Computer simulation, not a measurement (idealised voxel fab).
process module | voxel capacitor over wiring
cross-section cut | 240 nm wide | cells 5 nm
A cross-section is a grid of square cells, given in bands from the top down. A band is one or more rows of cells.
Each band's line starts with the height of the band's top and of its bottom, in nm. Then come its materials from left to right, each with its width in nm. One material with "throughout" fills the band from edge to edge. "air" is empty space.
Height 0 is the level under which the wafer as received is all one material. The lowest band goes on downwards, as in "0 down".
A width such as "30 to 40" changes by the same amount from each row of cells to the next, from the band's top row to its bottom row.
"no change" after a step means that no cell of the cross-section changed.
closed voids: empty space of 8 cells or more with no open way to the top, each as width x height at its distance from the left edge, in nm
after a step's settings: what the simulator itself notes on the step
overlay nm, on a step with a mask: how far to the right of its planned place the mask lay; to the left if negative
plan
1 op RECEIVE | material Si
2 op CONFORMAL_DEP | material SiO2 | thk nm 15
3 op CONFORMAL_DEP | material SiN | thk nm 5
4 op DIRECTIONAL_DEP | material SiO2 | thk nm 15
5 op MASKED_ETCH | tone open | mask id METAL_1 | width nm 20 | pitch nm 70 | etch materials SiO2 | depth nm 15 | overlay nm 0
6 op MASKED_ETCH | tone open | mask id METAL_1 | width nm 20 | pitch nm 70 | etch materials SiN | depth nm 5 | overlay nm 0
7 op CONFORMAL_DEP | material TiN | thk nm 5
8 op FILL_DEP | material W | thk nm 5
9 op CMP | height nm 35
10 op CONFORMAL_DEP | material SiCN | thk nm 5
11 op DIRECTIONAL_DEP | material SiO2 | thk nm 10
12 op PATTERN | tone open | mask id PLUG_1 | material resist | width nm 15 | thk nm 20 | overlay nm 0
13 op DIRECTIONAL_ETCH | etch materials SiO2 | depth nm 10
14 op DIRECTIONAL_ETCH | etch materials SiCN | depth nm 5
15 op STRIP | etch materials resist
16 op CONFORMAL_DEP | material TiN | thk nm 5
17 op FILL_DEP | material Cu | thk nm 5
18 op CMP | height nm 50
19 op DIRECTIONAL_DEP | material TiN | thk nm 5
20 op DIRECTIONAL_DEP | material Al2O3 | thk nm 5
21 op DIRECTIONAL_DEP | material TiN | thk nm 5
22 op MASKED_ETCH | tone cover | mask id UPPER_PLATE | width nm 55 | etch materials TiN | depth nm 5 | overlay nm 0
23 op MASKED_ETCH | tone cover | mask id UPPER_PLATE | width nm 55 | etch materials Al2O3 | depth nm 5 | overlay nm 0
24 op DIRECTIONAL_DEP | material aC | thk nm 15
25 op PATTERN | tone cover | mask id LOWER_PLATE | material resist | width nm 65 | thk nm 35 | overlay nm 0
26 op DIRECTIONAL_ETCH | etch materials aC | depth nm 15
27 op STRIP | etch materials resist
28 op DIRECTIONAL_ETCH | etch materials TiN | depth nm 5
29 op STRIP | etch materials aC
30 op FILL_DEP | material SiO2 | thk nm 20
31 op CMP | height nm 80
32 op MASKED_ETCH | tone open | mask id PLUG_2 | width nm 15 | etch materials SiO2 | depth nm 15 | overlay nm 0
33 op CONFORMAL_DEP | material TiN | thk nm 5
34 op FILL_DEP | material Cu | thk nm 5
35 op CMP | height nm 80
36 op CONFORMAL_DEP | material SiN | thk nm 5
as received, after step 1
  0 down: Si throughout
  closed voids: none
a wafer at the end: this start, this plan, one mistake
  85 to 80: SiN throughout
  80 to 70: SiO2 90 to 80 | TiN 15 to 55 | SiO2 135 to 105
  70 to 65: SiO2 75 | TiN 65 | SiO2 100
  65 to 60: TiN throughout
  60 to 55: Al2O3 throughout
  55 to 50: TiN throughout
  50 to 40: SiO2 80 | TiN 5 | Cu 5 | TiN 5 | SiO2 145
  40 to 35: SiCN 80 | TiN 15 | SiCN 145
  35 to 20: SiO2 75 | TiN 5 | W 10 | TiN 5 | SiO2 50 | TiN 5 | W 10 | TiN 5 | SiO2 75
  20 to 15: SiN 75 | TiN 20 | SiN 50 | TiN 20 | SiN 75
  15 to 0: SiO2 throughout
  0 down: Si throughout
  closed voids: none
what went wrong: step 21 ran as: op DIRECTIONAL_DEP | material TiN | thk nm 15
